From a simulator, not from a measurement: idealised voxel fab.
Presented below is a process module, voxel self aligned contacts.
In the cross-section labelled cut, the width is 175 nm and each square cell is 5 nm.
In this document a cross-section is written as a grid of square cells. It is given as a series of bands, listed from the top down, and a band is one or more rows of cells.
In this notation a band is specified by the heights of its top and bottom, in that order and in nm, after which its materials appear from left to right, each paired with its width in nm. The word "all across" attached to a single material means that material fills the band from edge to edge; the word "blank" stands for empty space.
Heights from 0 (as-received wafer is one material below). Bottom band endless downward, as "top 0, no bottom".
Read "30 to 40" as a graded width: first number on top, second number at the bottom, same change between each pair of neighbouring rows.
Step note "nothing got changed" = no cross-section cell changed.
Enclosed voids (no open way to top), threshold 8 cells or more, entry "Non-vented voids", notation width x height at distance, distance from left edge, nm.
On each step's line, the part that comes after the settings is the simulator's own comment on the step.
For masked steps, "overlay nm" on the step line gives how far right of plan the mask actually lay; a minus sign means it lay to the left.
Structure of the following material. The material consists of pairs of cross-sections. Each pair comprises the cross-section before one process step and the cross-section after that step, the latter shown only down to the lowest band that changed. The step between the cross-sections is specified beneath each pair, including its settings. Pairs are not necessarily consecutive: they may derive from different runs of this module performed on the same starting wafer. Continuity with the pair above is to be assumed only where the entry headed "Status quo ante" of the pair in question states it.

[Status quo ante]
- top 45, bottom 40  35 nm SiO2, 45 nm blank, 15 nm SiO2, 45 nm blank, 35 nm SiO2
- top 40, bottom 25  10 nm SiO2, 35 nm SiN, 25 nm blank, 35 nm SiN, 25 nm blank, 35 nm SiN, 10 nm SiO2
- top 25, bottom 10  10 nm SiO2, 5 nm SiN, 25 nm polySi, 5 nm SiN, 25 nm blank, 5 nm SiN, 25 nm polySi, 5 nm SiN, 25 nm blank, 5 nm SiN, 25 nm polySi, 5 nm SiN, 10 nm SiO2
- top 10, bottom 5  15 nm SiN, 25 nm polySi, 35 nm SiN, 25 nm polySi, 35 nm SiN, 25 nm polySi, 15 nm SiN
- top 5, bottom 0  SiO2 all across
- top 0, no bottom  Si all across
- Non-vented voids: none

[Resulting Cross-Section]
- top 50, bottom 45  40 nm TiN, 35 nm blank, 25 nm TiN, 35 nm blank, 40 nm TiN
- top 45, bottom 40  35 nm SiO2, 15 nm TiN, 15 nm blank, 15 nm TiN, 15 nm SiO2, 15 nm TiN, 15 nm blank, 15 nm TiN, 35 nm SiO2
- top 40, bottom 25  10 nm SiO2, 35 nm SiN, 5 nm TiN, 15 nm blank, 5 nm TiN, 35 nm SiN, 5 nm TiN, 15 nm blank, 5 nm TiN, 35 nm SiN, 10 nm SiO2
- top 25, bottom 15  10 nm SiO2, 5 nm SiN, 25 nm polySi, 5 nm SiN, 5 nm TiN, 15 nm blank, 5 nm TiN, 5 nm SiN, 25 nm polySi, 5 nm SiN, 5 nm TiN, 15 nm blank, 5 nm TiN, 5 nm SiN, 25 nm polySi, 5 nm SiN, 10 nm SiO2
- top 15, bottom 10  10 nm SiO2, 5 nm SiN, 25 nm polySi, 5 nm SiN, 25 nm TiN, 5 nm SiN, 25 nm polySi, 5 nm SiN, 25 nm TiN, 5 nm SiN, 25 nm polySi, 5 nm SiN, 10 nm SiO2
- Below 10, the layers are the same as they were.
- Non-vented voids: none
As a process note, the step between the before and after cross-sections shown above is CONFORMAL_DEP: material TiN, thk nm 5

Status quo ante: carried over from the after image of the pair right above.

[Resulting Cross-Section]
- top 55, bottom 50  Ru all across
- top 50, bottom 45  40 nm TiN, 35 nm Ru, 25 nm TiN, 35 nm Ru, 40 nm TiN
- top 45, bottom 40  35 nm SiO2, 15 nm TiN, 15 nm Ru, 15 nm TiN, 15 nm SiO2, 15 nm TiN, 15 nm Ru, 15 nm TiN, 35 nm SiO2
- top 40, bottom 25  10 nm SiO2, 35 nm SiN, 5 nm TiN, 15 nm Ru, 5 nm TiN, 35 nm SiN, 5 nm TiN, 15 nm Ru, 5 nm TiN, 35 nm SiN, 10 nm SiO2
- top 25, bottom 15  10 nm SiO2, 5 nm SiN, 25 nm polySi, 5 nm SiN, 5 nm TiN, 15 nm Ru, 5 nm TiN, 5 nm SiN, 25 nm polySi, 5 nm SiN, 5 nm TiN, 15 nm Ru, 5 nm TiN, 5 nm SiN, 25 nm polySi, 5 nm SiN, 10 nm SiO2
- Below 15, the layers are the same as they were.
- Non-vented voids: none
As a process note, the step between the before and after cross-sections shown above is FILL_DEP: material Ru, thk nm 5

Status quo ante: carried over from the after image of the pair right above.

[Resulting Cross-Section]
- top 45, bottom 40  35 nm SiO2, 15 nm TiN, 15 nm Ru, 15 nm TiN, 15 nm SiO2, 15 nm TiN, 15 nm Ru, 15 nm TiN, 35 nm SiO2
- Below 40, the layers are the same as they were.
- Non-vented voids: none
As a process note, the step between the before and after cross-sections shown above is CMP: height nm 45

Status quo ante: carried over from the after image of the pair right above.

[Resulting Cross-Section]
- top 50, bottom 45  SiCN all across
- Below 45, the layers are the same as they were.
- Non-vented voids: none
As a process note, the step between the before and after cross-sections shown above is CONFORMAL_DEP: material SiCN, thk nm 5

[Status quo ante]
- top 50, bottom 40  SiO2 all across
- top 40, bottom 25  10 nm SiO2, 35 nm SiN, 25 nm SiO2, 35 nm SiN, 25 nm SiO2, 35 nm SiN, 10 nm SiO2
- top 25, bottom 5  10 nm SiO2, 5 nm SiN, 25 nm polySi, 5 nm SiN, 25 nm SiO2, 5 nm SiN, 25 nm polySi, 5 nm SiN, 25 nm SiO2, 5 nm SiN, 25 nm polySi, 5 nm SiN, 10 nm SiO2
- top 5, bottom 0  SiO2 all across
- top 0, no bottom  Si all across
- Non-vented voids: none

[Resulting Cross-Section]
- top 35, bottom 25  10 nm SiO2, 35 nm SiN, 25 nm SiO2, 35 nm SiN, 25 nm SiO2, 35 nm SiN, 10 nm SiO2
- Below 25, the layers are the same as they were.
- Non-vented voids: none
As a process note, the step between the before and after cross-sections shown above is CMP: height nm 35

Status quo ante: carried over from the after image of the pair right above.

[Resulting Cross-Section]
- top 55, bottom 35  35 nm resist, 45 nm blank, 15 nm resist, 45 nm blank, 35 nm resist
- Below 35, the layers are the same as they were.
- Non-vented voids: none
As a process note, the step between the before and after cross-sections shown above is PATTERN: tone open, mask id CONTACT, material resist, width nm 45, pitch nm 60, thk nm 20, overlay nm 0

Status quo ante: carried over from the after image of the pair right above.

[Resulting Cross-Section]
- top 55, bottom 35  35 nm resist, 45 nm blank, 15 nm resist, 45 nm blank, 35 nm resist
- top 35, bottom 25  10 nm SiO2, 35 nm SiN, 25 nm blank, 35 nm SiN, 25 nm blank, 35 nm SiN, 10 nm SiO2
- top 25, bottom 5  10 nm SiO2, 5 nm SiN, 25 nm polySi, 5 nm SiN, 25 nm blank, 5 nm SiN, 25 nm polySi, 5 nm SiN, 25 nm blank, 5 nm SiN, 25 nm polySi, 5 nm SiN, 10 nm SiO2
- top 5, bottom 0  45 nm SiO2, 25 nm blank, 35 nm SiO2, 25 nm blank, 45 nm SiO2
- Below 0, the layers are the same as they were.
- Non-vented voids: none
As a process note, the step between the before and after cross-sections shown above is DIRECTIONAL_ETCH: etch materials SiO2, depth nm 45

Status quo ante: carried over from the after image of the pair right above.

[Resulting Cross-Section]
- top 35, bottom 25  10 nm SiO2, 35 nm SiN, 25 nm blank, 35 nm SiN, 25 nm blank, 35 nm SiN, 10 nm SiO2
- Below 25, the layers are the same as they were.
- Non-vented voids: none
As a process note, the step between the before and after cross-sections shown above is STRIP: etch materials resist

Status quo ante: carried over from the after image of the pair right above.

[Resulting Cross-Section]
- top 40, bottom 35  50 nm TiN, 15 nm blank, 45 nm TiN, 15 nm blank, 50 nm TiN
- top 35, bottom 25  10 nm SiO2, 35 nm SiN, 5 nm TiN, 15 nm blank, 5 nm TiN, 35 nm SiN, 5 nm TiN, 15 nm blank, 5 nm TiN, 35 nm SiN, 10 nm SiO2
- top 25, bottom 5  10 nm SiO2, 5 nm SiN, 25 nm polySi, 5 nm SiN, 5 nm TiN, 15 nm blank, 5 nm TiN, 5 nm SiN, 25 nm polySi, 5 nm SiN, 5 nm TiN, 15 nm blank, 5 nm TiN, 5 nm SiN, 25 nm polySi, 5 nm SiN, 10 nm SiO2
- top 5, bottom 0  45 nm SiO2, 25 nm TiN, 35 nm SiO2, 25 nm TiN, 45 nm SiO2
- Below 0, the layers are the same as they were.
- Non-vented voids: none
As a process note, the step between the before and after cross-sections shown above is CONFORMAL_DEP: material TiN, thk nm 5

Status quo ante: carried over from the after image of the pair right above.

[Resulting Cross-Section]
- top 45, bottom 40  Ru all across
- top 40, bottom 35  50 nm TiN, 15 nm Ru, 45 nm TiN, 15 nm Ru, 50 nm TiN
- top 35, bottom 25  10 nm SiO2, 35 nm SiN, 5 nm TiN, 15 nm Ru, 5 nm TiN, 35 nm SiN, 5 nm TiN, 15 nm Ru, 5 nm TiN, 35 nm SiN, 10 nm SiO2
- top 25, bottom 5  10 nm SiO2, 5 nm SiN, 25 nm polySi, 5 nm SiN, 5 nm TiN, 15 nm Ru, 5 nm TiN, 5 nm SiN, 25 nm polySi, 5 nm SiN, 5 nm TiN, 15 nm Ru, 5 nm TiN, 5 nm SiN, 25 nm polySi, 5 nm SiN, 10 nm SiO2
- Below 5, the layers are the same as they were.
- Non-vented voids: none
As a process note, the step between the before and after cross-sections shown above is FILL_DEP: material Ru, thk nm 5

Status quo ante: carried over from the after image of the pair right above.

[Resulting Cross-Section]
- top 50, bottom 45  SiCN all across
- Below 45, the layers are the same as they were.
- Non-vented voids: none
As a process note, the step between the before and after cross-sections shown above is CONFORMAL_DEP: material SiCN, thk nm 5

[Status quo ante]
- top 40, bottom 25  SiN all across
- top 25, bottom 5  polySi all across
- top 5, bottom 0  SiO2 all across
- top 0, no bottom  Si all across
- Non-vented voids: none

[Resulting Cross-Section]
- top 40, bottom 25  20 nm blank, 20 nm SiN, 40 nm blank, 20 nm SiN, 40 nm blank, 20 nm SiN, 15 nm blank
- Below 25, the layers are the same as they were.
- Non-vented voids: none
As a process note, the step between the before and after cross-sections shown above is MASKED_ETCH: tone cover, mask id GATE, width nm 20, pitch nm 60, etch materials SiN, depth nm 15, overlay nm 0

Status quo ante: carried over from the after image of the pair right above.

[Resulting Cross-Section]
- top 40, bottom 25  20 nm blank, 20 nm SiN, 40 nm blank, 20 nm SiN, 40 nm blank, 20 nm SiN, 15 nm blank
- top 25, bottom 5  15 nm blank, 25 nm polySi, 35 nm blank, 25 nm polySi, 35 nm blank, 25 nm polySi, 15 nm blank
- Below 5, the layers are the same as they were.
- Non-vented voids: none
As a process note, the step between the before and after cross-sections shown above is MASKED_ETCH: tone cover, mask id GATE, width nm 25, pitch nm 60, etch materials polySi, depth nm 20, overlay nm 0

Status quo ante: carried over from the after image of the pair right above.

[Resulting Cross-Section]
- top 45, bottom 30  15 nm blank, 30 nm SiN, 30 nm blank, 30 nm SiN, 30 nm blank, 30 nm SiN, 10 nm blank
- top 30, bottom 25  10 nm blank, 35 nm SiN, 25 nm blank, 35 nm SiN, 25 nm blank, 35 nm SiN, 10 nm blank
- top 25, bottom 10  10 nm blank, 5 nm SiN, 25 nm polySi, 5 nm SiN, 25 nm blank, 5 nm SiN, 25 nm polySi, 5 nm SiN, 25 nm blank, 5 nm SiN, 25 nm polySi, 5 nm SiN, 10 nm blank
- top 10, bottom 5  15 nm SiN, 25 nm polySi, 35 nm SiN, 25 nm polySi, 35 nm SiN, 25 nm polySi, 15 nm SiN
- Below 5, the layers are the same as they were.
- Non-vented voids: none
As a process note, the step between the before and after cross-sections shown above is CONFORMAL_DEP: material SiN, thk nm 5

Status quo ante: carried over from the after image of the pair right above.

[Resulting Cross-Section]
- top 40, bottom 25  15 nm blank, 30 nm SiN, 30 nm blank, 30 nm SiN, 30 nm blank, 30 nm SiN, 10 nm blank
- top 25, bottom 5  10 nm blank, 5 nm SiN, 25 nm polySi, 5 nm SiN, 25 nm blank, 5 nm SiN, 25 nm polySi, 5 nm SiN, 25 nm blank, 5 nm SiN, 25 nm polySi, 5 nm SiN, 10 nm blank
- Below 5, the layers are the same as they were.
- Non-vented voids: none
As a process note, the step between the before and after cross-sections shown above is DIRECTIONAL_ETCH: etch materials SiN, depth nm 5

Status quo ante: carried over from the after image of the pair right above.

[Resulting Cross-Section]
- top 50, bottom 40  SiO2 all across
- top 40, bottom 25  15 nm SiO2, 30 nm SiN, 30 nm SiO2, 30 nm SiN, 30 nm SiO2, 30 nm SiN, 10 nm SiO2
- top 25, bottom 5  10 nm SiO2, 5 nm SiN, 25 nm polySi, 5 nm SiN, 25 nm SiO2, 5 nm SiN, 25 nm polySi, 5 nm SiN, 25 nm SiO2, 5 nm SiN, 25 nm polySi, 5 nm SiN, 10 nm SiO2
- Below 5, the layers are the same as they were.
- Non-vented voids: none
As a process note, the step between the before and after cross-sections shown above is FILL_DEP: material SiO2, thk nm 10

Status quo ante: carried over from the after image of the pair right above.

[Resulting Cross-Section]
- top 45, bottom 40  SiO2 all across
- Below 40, the layers are the same as they were.
- Non-vented voids: none
As a process note, the step between the before and after cross-sections shown above is CMP: height nm 45

Status quo ante: carried over from the after image of the pair right above.

[Resulting Cross-Section]
- top 65, bottom 45  35 nm resist, 45 nm blank, 15 nm resist, 45 nm blank, 35 nm resist
- Below 45, the layers are the same as they were.
- Non-vented voids: none
As a process note, the step between the before and after cross-sections shown above is PATTERN: tone open, mask id CONTACT, material resist, width nm 45, pitch nm 60, thk nm 20, overlay nm 0

Status quo ante: carried over from the after image of the pair right above.

[Resulting Cross-Section]
- top 65, bottom 45  35 nm resist, 45 nm blank, 15 nm resist, 45 nm blank, 35 nm resist
- top 45, bottom 40  35 nm SiO2, 45 nm blank, 15 nm SiO2, 45 nm blank, 35 nm SiO2
- top 40, bottom 25  15 nm SiO2, 30 nm SiN, 30 nm blank, 30 nm SiN, 30 nm blank, 30 nm SiN, 10 nm SiO2
- top 25, bottom 5  10 nm SiO2, 5 nm SiN, 25 nm polySi, 5 nm SiN, 25 nm blank, 5 nm SiN, 25 nm polySi, 5 nm SiN, 25 nm blank, 5 nm SiN, 25 nm polySi, 5 nm SiN, 10 nm SiO2
- top 5, bottom 0  45 nm SiO2, 25 nm blank, 35 nm SiO2, 25 nm blank, 45 nm SiO2
- Below 0, the layers are the same as they were.
- Non-vented voids: none
As a process note, the step between the before and after cross-sections shown above is DIRECTIONAL_ETCH: etch materials SiO2, depth nm 45

Status quo ante: carried over from the after image of the pair right above.

[Resulting Cross-Section]
- top 45, bottom 40  35 nm SiO2, 45 nm blank, 15 nm SiO2, 45 nm blank, 35 nm SiO2
- Below 40, the layers are the same as they were.
- Non-vented voids: none
As a process note, the step between the before and after cross-sections shown above is STRIP: etch materials resist

Status quo ante: carried over from the after image of the pair right above.

[Resulting Cross-Section]
- top 50, bottom 45  40 nm TiN, 35 nm blank, 25 nm TiN, 35 nm blank, 40 nm TiN
- top 45, bottom 40  35 nm SiO2, 15 nm TiN, 20 nm blank, 10 nm TiN, 15 nm SiO2, 15 nm TiN, 20 nm blank, 10 nm TiN, 35 nm SiO2
- top 40, bottom 30  15 nm SiO2, 30 nm SiN, 5 nm TiN, 20 nm blank, 5 nm TiN, 30 nm SiN, 5 nm TiN, 20 nm blank, 5 nm TiN, 30 nm SiN, 10 nm SiO2
- top 30, bottom 25  15 nm SiO2, 30 nm SiN, 5 nm TiN, 15 nm blank, 10 nm TiN, 30 nm SiN, 5 nm TiN, 15 nm blank, 10 nm TiN, 30 nm SiN, 10 nm SiO2
- top 25, bottom 5  10 nm SiO2, 5 nm SiN, 25 nm polySi, 5 nm SiN, 5 nm TiN, 15 nm blank, 5 nm TiN, 5 nm SiN, 25 nm polySi, 5 nm SiN, 5 nm TiN, 15 nm blank, 5 nm TiN, 5 nm SiN, 25 nm polySi, 5 nm SiN, 10 nm SiO2
- top 5, bottom 0  45 nm SiO2, 25 nm TiN, 35 nm SiO2, 25 nm TiN, 45 nm SiO2
- Below 0, the layers are the same as they were.
- Non-vented voids: none
As a process note, the step between the before and after cross-sections shown above is CONFORMAL_DEP: material TiN, thk nm 5

Status quo ante: carried over from the after image of the pair right above.

[Resulting Cross-Section]
- top 55, bottom 50  Ru all across
- top 50, bottom 45  40 nm TiN, 35 nm Ru, 25 nm TiN, 35 nm Ru, 40 nm TiN
- top 45, bottom 40  35 nm SiO2, 15 nm TiN, 20 nm Ru, 10 nm TiN, 15 nm SiO2, 15 nm TiN, 20 nm Ru, 10 nm TiN, 35 nm SiO2
- top 40, bottom 30  15 nm SiO2, 30 nm SiN, 5 nm TiN, 20 nm Ru, 5 nm TiN, 30 nm SiN, 5 nm TiN, 20 nm Ru, 5 nm TiN, 30 nm SiN, 10 nm SiO2
- top 30, bottom 25  15 nm SiO2, 30 nm SiN, 5 nm TiN, 15 nm Ru, 10 nm TiN, 30 nm SiN, 5 nm TiN, 15 nm Ru, 10 nm TiN, 30 nm SiN, 10 nm SiO2
- top 25, bottom 5  10 nm SiO2, 5 nm SiN, 25 nm polySi, 5 nm SiN, 5 nm TiN, 15 nm Ru, 5 nm TiN, 5 nm SiN, 25 nm polySi, 5 nm SiN, 5 nm TiN, 15 nm Ru, 5 nm TiN, 5 nm SiN, 25 nm polySi, 5 nm SiN, 10 nm SiO2
- Below 5, the layers are the same as they were.
- Non-vented voids: none
As a process note, the step between the before and after cross-sections shown above is FILL_DEP: material Ru, thk nm 5

Status quo ante: carried over from the after image of the pair right above.

[Resulting Cross-Section]
- top 45, bottom 40  35 nm SiO2, 15 nm TiN, 20 nm Ru, 10 nm TiN, 15 nm SiO2, 15 nm TiN, 20 nm Ru, 10 nm TiN, 35 nm SiO2
- Below 40, the layers are the same as they were.
- Non-vented voids: none
As a process note, the step between the before and after cross-sections shown above is CMP: height nm 45

Status quo ante: carried over from the after image of the pair right above.

[Resulting Cross-Section]
- top 50, bottom 45  SiCN all across
- Below 45, the layers are the same as they were.
- Non-vented voids: none
As a process note, the step between the before and after cross-sections shown above is CONFORMAL_DEP: material SiCN, thk nm 5

[Status quo ante]
- top 45, bottom 40  SiO2 all across
- top 40, bottom 25  10 nm SiO2, 35 nm SiN, 25 nm SiO2, 35 nm SiN, 25 nm SiO2, 35 nm SiN, 10 nm SiO2
- top 25, bottom 5  10 nm SiO2, 5 nm SiN, 25 nm polySi, 5 nm SiN, 25 nm SiO2, 5 nm SiN, 25 nm polySi, 5 nm SiN, 25 nm SiO2, 5 nm SiN, 25 nm polySi, 5 nm SiN, 10 nm SiO2
- top 5, bottom 0  SiO2 all across
- top 0, no bottom  Si all across
- Non-vented voids: none

[Resulting Cross-Section]
- top 65, bottom 45  30 nm resist, 45 nm blank, 15 nm resist, 45 nm blank, 40 nm resist
- Below 45, the layers are the same as they were.
- Non-vented voids: none
As a process note, the step between the before and after cross-sections shown above is PATTERN: tone open, mask id CONTACT, material resist, width nm 45, pitch nm 60, thk nm 20, overlay nm -5

Status quo ante: carried over from the after image of the pair right above.

[Resulting Cross-Section]
- top 65, bottom 45  30 nm resist, 45 nm blank, 15 nm resist, 45 nm blank, 40 nm resist
- top 45, bottom 40  30 nm SiO2, 45 nm blank, 15 nm SiO2, 45 nm blank, 40 nm SiO2
- top 40, bottom 25  10 nm SiO2, 35 nm SiN, 25 nm blank, 35 nm SiN, 25 nm blank, 35 nm SiN, 10 nm SiO2
- top 25, bottom 5  10 nm SiO2, 5 nm SiN, 25 nm polySi, 5 nm SiN, 25 nm blank, 5 nm SiN, 25 nm polySi, 5 nm SiN, 25 nm blank, 5 nm SiN, 25 nm polySi, 5 nm SiN, 10 nm SiO2
- top 5, bottom 0  45 nm SiO2, 25 nm blank, 35 nm SiO2, 25 nm blank, 45 nm SiO2
- Below 0, the layers are the same as they were.
- Non-vented voids: none
As a process note, the step between the before and after cross-sections shown above is DIRECTIONAL_ETCH: etch materials SiO2, depth nm 45

Status quo ante: carried over from the after image of the pair right above.

[Resulting Cross-Section]
- top 45, bottom 40  30 nm SiO2, 45 nm blank, 15 nm SiO2, 45 nm blank, 40 nm SiO2
- Below 40, the layers are the same as they were.
- Non-vented voids: none
As a process note, the step between the before and after cross-sections shown above is STRIP: etch materials resist

Status quo ante: carried over from the after image of the pair right above.

[Resulting Cross-Section]
- top 50, bottom 45  35 nm TiN, 35 nm blank, 25 nm TiN, 35 nm blank, 45 nm TiN
- top 45, bottom 40  30 nm SiO2, 20 nm TiN, 15 nm blank, 10 nm TiN, 15 nm SiO2, 20 nm TiN, 15 nm blank, 10 nm TiN, 40 nm SiO2
- top 40, bottom 25  10 nm SiO2, 35 nm SiN, 5 nm TiN, 15 nm blank, 5 nm TiN, 35 nm SiN, 5 nm TiN, 15 nm blank, 5 nm TiN, 35 nm SiN, 10 nm SiO2
- top 25, bottom 5  10 nm SiO2, 5 nm SiN, 25 nm polySi, 5 nm SiN, 5 nm TiN, 15 nm blank, 5 nm TiN, 5 nm SiN, 25 nm polySi, 5 nm SiN, 5 nm TiN, 15 nm blank, 5 nm TiN, 5 nm SiN, 25 nm polySi, 5 nm SiN, 10 nm SiO2
- top 5, bottom 0  45 nm SiO2, 25 nm TiN, 35 nm SiO2, 25 nm TiN, 45 nm SiO2
- Below 0, the layers are the same as they were.
- Non-vented voids: none
As a process note, the step between the before and after cross-sections shown above is CONFORMAL_DEP: material TiN, thk nm 5

Status quo ante: carried over from the after image of the pair right above.

[Resulting Cross-Section]
- top 55, bottom 50  Ru all across
- top 50, bottom 45  35 nm TiN, 35 nm Ru, 25 nm TiN, 35 nm Ru, 45 nm TiN
- top 45, bottom 40  30 nm SiO2, 20 nm TiN, 15 nm Ru, 10 nm TiN, 15 nm SiO2, 20 nm TiN, 15 nm Ru, 10 nm TiN, 40 nm SiO2
- top 40, bottom 25  10 nm SiO2, 35 nm SiN, 5 nm TiN, 15 nm Ru, 5 nm TiN, 35 nm SiN, 5 nm TiN, 15 nm Ru, 5 nm TiN, 35 nm SiN, 10 nm SiO2
- top 25, bottom 5  10 nm SiO2, 5 nm SiN, 25 nm polySi, 5 nm SiN, 5 nm TiN, 15 nm Ru, 5 nm TiN, 5 nm SiN, 25 nm polySi, 5 nm SiN, 5 nm TiN, 15 nm Ru, 5 nm TiN, 5 nm SiN, 25 nm polySi, 5 nm SiN, 10 nm SiO2
- Below 5, the layers are the same as they were.
- Non-vented voids: none
As a process note, the step between the before and after cross-sections shown above is FILL_DEP: material Ru, thk nm 5

Status quo ante: carried over from the after image of the pair right above.

[Resulting Cross-Section]
- top 45, bottom 40  30 nm SiO2, 20 nm TiN, 15 nm Ru, 10 nm TiN, 15 nm SiO2, 20 nm TiN, 15 nm Ru, 10 nm TiN, 40 nm SiO2
- Below 40, the layers are the same as they were.
- Non-vented voids: none
As a process note, the step between the before and after cross-sections shown above is CMP: height nm 45

Status quo ante: carried over from the after image of the pair right above.

[Resulting Cross-Section]
- top 50, bottom 45  SiCN all across
- Below 45, the layers are the same as they were.
- Non-vented voids: none
As a process note, the step between the before and after cross-sections shown above is CONFORMAL_DEP: material SiCN, thk nm 5

[Status quo ante]
- top 0, no bottom  Si all across
- Non-vented voids: none

[Resulting Cross-Section]
- top 5, bottom 0  polySi all across
- Below 0, the layers are the same as they were.
- Non-vented voids: none
As a process note, the step between the before and after cross-sections shown above is CONFORMAL_DEP: material polySi, thk nm 5

Status quo ante: carried over from the after image of the pair right above.

[Resulting Cross-Section]
- top 25, bottom 0  polySi all across
- Below 0, the layers are the same as they were.
- Non-vented voids: none
As a process note, the step between the before and after cross-sections shown above is DIRECTIONAL_DEP: material polySi, thk nm 20

Status quo ante: carried over from the after image of the pair right above.

[Resulting Cross-Section]
- top 40, bottom 25  SiN all across
- Below 25, the layers are the same as they were.
- Non-vented voids: none
As a process note, the step between the before and after cross-sections shown above is DIRECTIONAL_DEP: material SiN, thk nm 15

Status quo ante: carried over from the after image of the pair right above.

[Resulting Cross-Section]
- top 40, bottom 25  15 nm blank, 25 nm SiN, 35 nm blank, 25 nm SiN, 35 nm blank, 25 nm SiN, 15 nm blank
- Below 25, the layers are the same as they were.
- Non-vented voids: none
As a process note, the step between the before and after cross-sections shown above is MASKED_ETCH: tone cover, mask id GATE, width nm 25, pitch nm 60, etch materials SiN, depth nm 15, overlay nm 0

Status quo ante: carried over from the after image of the pair right above.

[Resulting Cross-Section]
- top 40, bottom 25  15 nm blank, 25 nm SiN, 35 nm blank, 25 nm SiN, 35 nm blank, 25 nm SiN, 15 nm blank
- top 25, bottom 5  15 nm blank, 25 nm polySi, 35 nm blank, 25 nm polySi, 35 nm blank, 25 nm polySi, 15 nm blank
- Below 5, the layers are the same as they were.
- Non-vented voids: none
As a process note, the step between the before and after cross-sections shown above is MASKED_ETCH: tone cover, mask id GATE, width nm 25, pitch nm 60, etch materials polySi, depth nm 20, overlay nm 0

Status quo ante: carried over from the after image of the pair right above.

[Resulting Cross-Section]
- top 45, bottom 25  10 nm blank, 35 nm SiN, 25 nm blank, 35 nm SiN, 25 nm blank, 35 nm SiN, 10 nm blank
- top 25, bottom 10  10 nm blank, 5 nm SiN, 25 nm polySi, 5 nm SiN, 25 nm blank, 5 nm SiN, 25 nm polySi, 5 nm SiN, 25 nm blank, 5 nm SiN, 25 nm polySi, 5 nm SiN, 10 nm blank
- top 10, bottom 5  15 nm SiN, 25 nm polySi, 35 nm SiN, 25 nm polySi, 35 nm SiN, 25 nm polySi, 15 nm SiN
- Below 5, the layers are the same as they were.
- Non-vented voids: none
As a process note, the step between the before and after cross-sections shown above is CONFORMAL_DEP: material SiN, thk nm 5

Status quo ante: carried over from the after image of the pair right above.

[Resulting Cross-Section]
- top 40, bottom 25  10 nm blank, 35 nm SiN, 25 nm blank, 35 nm SiN, 25 nm blank, 35 nm SiN, 10 nm blank
- top 25, bottom 5  10 nm blank, 5 nm SiN, 25 nm polySi, 5 nm SiN, 25 nm blank, 5 nm SiN, 25 nm polySi, 5 nm SiN, 25 nm blank, 5 nm SiN, 25 nm polySi, 5 nm SiN, 10 nm blank
- Below 5, the layers are the same as they were.
- Non-vented voids: none
As a process note, the step between the before and after cross-sections shown above is DIRECTIONAL_ETCH: etch materials SiN, depth nm 5

Status quo ante: carried over from the after image of the pair right above.

[Resulting Cross-Section]
- top 50, bottom 40  SiO2 all across
- top 40, bottom 25  10 nm SiO2, 35 nm SiN, 25 nm SiO2, 35 nm SiN, 25 nm SiO2, 35 nm SiN, 10 nm SiO2
- top 25, bottom 5  10 nm SiO2, 5 nm SiN, 25 nm polySi, 5 nm SiN, 25 nm SiO2, 5 nm SiN, 25 nm polySi, 5 nm SiN, 25 nm SiO2, 5 nm SiN, 25 nm polySi, 5 nm SiN, 10 nm SiO2
- Below 5, the layers are the same as they were.
- Non-vented voids: none
As a process note, the step between the before and after cross-sections shown above is FILL_DEP: material SiO2, thk nm 10

Status quo ante: carried over from the after image of the pair right above.

[Resulting Cross-Section]
- top 45, bottom 40  SiO2 all across
- Below 40, the layers are the same as they were.
- Non-vented voids: none
As a process note, the step between the before and after cross-sections shown above is CMP: height nm 45

Status quo ante: carried over from the after image of the pair right above.

[Resulting Cross-Section]
- top 65, bottom 45  35 nm resist, 45 nm blank, 15 nm resist, 45 nm blank, 35 nm resist
- Below 45, the layers are the same as they were.
- Non-vented voids: none
As a process note, the step between the before and after cross-sections shown above is PATTERN: tone open, mask id CONTACT, material resist, width nm 45, pitch nm 60, thk nm 20, overlay nm 0

Status quo ante: carried over from the after image of the pair right above.

[Resulting Cross-Section]
- top 65, bottom 45  35 nm resist, 45 nm blank, 15 nm resist, 45 nm blank, 35 nm resist
- top 45, bottom 40  35 nm SiO2, 45 nm blank, 15 nm SiO2, 45 nm blank, 35 nm SiO2
- top 40, bottom 25  10 nm SiO2, 35 nm SiN, 25 nm blank, 35 nm SiN, 25 nm blank, 35 nm SiN, 10 nm SiO2
- top 25, bottom 5  10 nm SiO2, 5 nm SiN, 25 nm polySi, 5 nm SiN, 25 nm blank, 5 nm SiN, 25 nm polySi, 5 nm SiN, 25 nm blank, 5 nm SiN, 25 nm polySi, 5 nm SiN, 10 nm SiO2
- Below 5, the layers are the same as they were.
- Non-vented voids: none
As a process note, the step between the before and after cross-sections shown above is DIRECTIONAL_ETCH: etch materials SiO2, depth nm 45

Status quo ante: carried over from the after image of the pair right above.

[Resulting Cross-Section]
- top 45, bottom 40  35 nm SiO2, 45 nm blank, 15 nm SiO2, 45 nm blank, 35 nm SiO2
- Below 40, the layers are the same as they were.
- Non-vented voids: none
As a process note, the step between the before and after cross-sections shown above is STRIP: etch materials resist

Status quo ante: carried over from the after image of the pair right above.

[Resulting Cross-Section]
- top 50, bottom 45  40 nm TiN, 35 nm blank, 25 nm TiN, 35 nm blank, 40 nm TiN
- top 45, bottom 40  35 nm SiO2, 15 nm TiN, 15 nm blank, 15 nm TiN, 15 nm SiO2, 15 nm TiN, 15 nm blank, 15 nm TiN, 35 nm SiO2
- top 40, bottom 25  10 nm SiO2, 35 nm SiN, 5 nm TiN, 15 nm blank, 5 nm TiN, 35 nm SiN, 5 nm TiN, 15 nm blank, 5 nm TiN, 35 nm SiN, 10 nm SiO2
- top 25, bottom 10  10 nm SiO2, 5 nm SiN, 25 nm polySi, 5 nm SiN, 5 nm TiN, 15 nm blank, 5 nm TiN, 5 nm SiN, 25 nm polySi, 5 nm SiN, 5 nm TiN, 15 nm blank, 5 nm TiN, 5 nm SiN, 25 nm polySi, 5 nm SiN, 10 nm SiO2
- top 10, bottom 5  10 nm SiO2, 5 nm SiN, 25 nm polySi, 5 nm SiN, 25 nm TiN, 5 nm SiN, 25 nm polySi, 5 nm SiN, 25 nm TiN, 5 nm SiN, 25 nm polySi, 5 nm SiN, 10 nm SiO2
- Below 5, the layers are the same as they were.
- Non-vented voids: none
As a process note, the step between the before and after cross-sections shown above is CONFORMAL_DEP: material TiN, thk nm 5
